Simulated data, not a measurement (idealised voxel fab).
process module | voxel ribs on slabs
cross-section cut | 290 nm wide | cells 5 nm
A cross-section is a grid of square cells, given in bands from the top down. A band is one or more rows of cells.
Each band's line starts with the height of the band's top and of its bottom, in nm. Then come its materials from left to right, each with its width in nm. One material with "throughout" fills the band from edge to edge. "air" is empty space.
Height 0 is the level under which the wafer as received is all one material. The lowest band goes on downwards, as in "0 down".
A width such as "30 to 40" changes by the same amount from each row of cells to the next, from the band's top row to its bottom row.
"no change" after a step means that no cell of the cross-section changed.
closed voids: empty space of 8 cells or more with no open way to the top, each as width x height at its distance from the left edge, in nm
after a step's settings: what the simulator itself notes on the step
overlay nm, on a step with a mask: how far to the right of its planned place the mask lay; to the left if negative
plan
1 op RECEIVE | material Si
2 op DIRECTIONAL_DEP | material SiO2 | thk nm 25
3 op DIRECTIONAL_DEP | material SiN | thk nm 20
4 op PATTERN | tone cover | mask id RIB | material resist | width nm 30 | thk nm 15 | overlay nm 0
5 op DIRECTIONAL_ETCH | etch materials SiN | depth nm 10
6 op STRIP | etch materials resist
7 op DIRECTIONAL_DEP | material aC | thk nm 15
8 op PATTERN | tone cover | mask id SLAB | material resist | width nm 60 | thk nm 30 | overlay nm 0
9 op DIRECTIONAL_ETCH | etch materials aC | depth nm 15
10 op STRIP | etch materials resist
11 op DIRECTIONAL_ETCH | etch materials SiN | depth nm 10
12 op STRIP | etch materials aC
13 op FILL_DEP | material SiO2 | thk nm 25
14 op CMP | height nm 65
15 op DIRECTIONAL_DEP | material TiN | thk nm 5
16 op PATTERN | tone cover | mask id HEATER | material resist | width nm 40 | thk nm 15 | overlay nm 0
17 op DIRECTIONAL_ETCH | etch materials TiN | depth nm 5
18 op STRIP | etch materials resist
19 op CONFORMAL_DEP | material SiO2 | thk nm 5
as received, after step 1
  0 down: Si throughout
  closed voids: none
first wafer at the end, as planned
  75 to 70: air 120 | SiO2 50 | air 120
  70 to 65: SiO2 125 | TiN 40 | SiO2 125
  65 to 45: SiO2 throughout
  45 to 35: SiO2 130 | SiN 30 | SiO2 130
  35 to 25: SiO2 115 | SiN 60 | SiO2 115
  25 to 0: SiO2 throughout
  0 down: Si throughout
  closed voids: none
second wafer at the end: like start, like plan, one mistake
  70 to 65: air 125 | TiN 40 | air 125
  65 to 45: SiO2 throughout
  45 to 35: SiO2 130 | SiN 30 | SiO2 130
  35 to 25: SiO2 115 | SiN 60 | SiO2 115
  25 to 0: SiO2 throughout
  0 down: Si throughout
  closed voids: none
what went wrong: step 19 was left out
at the end the second wafer has, in cells: 60 fewer of SiO2
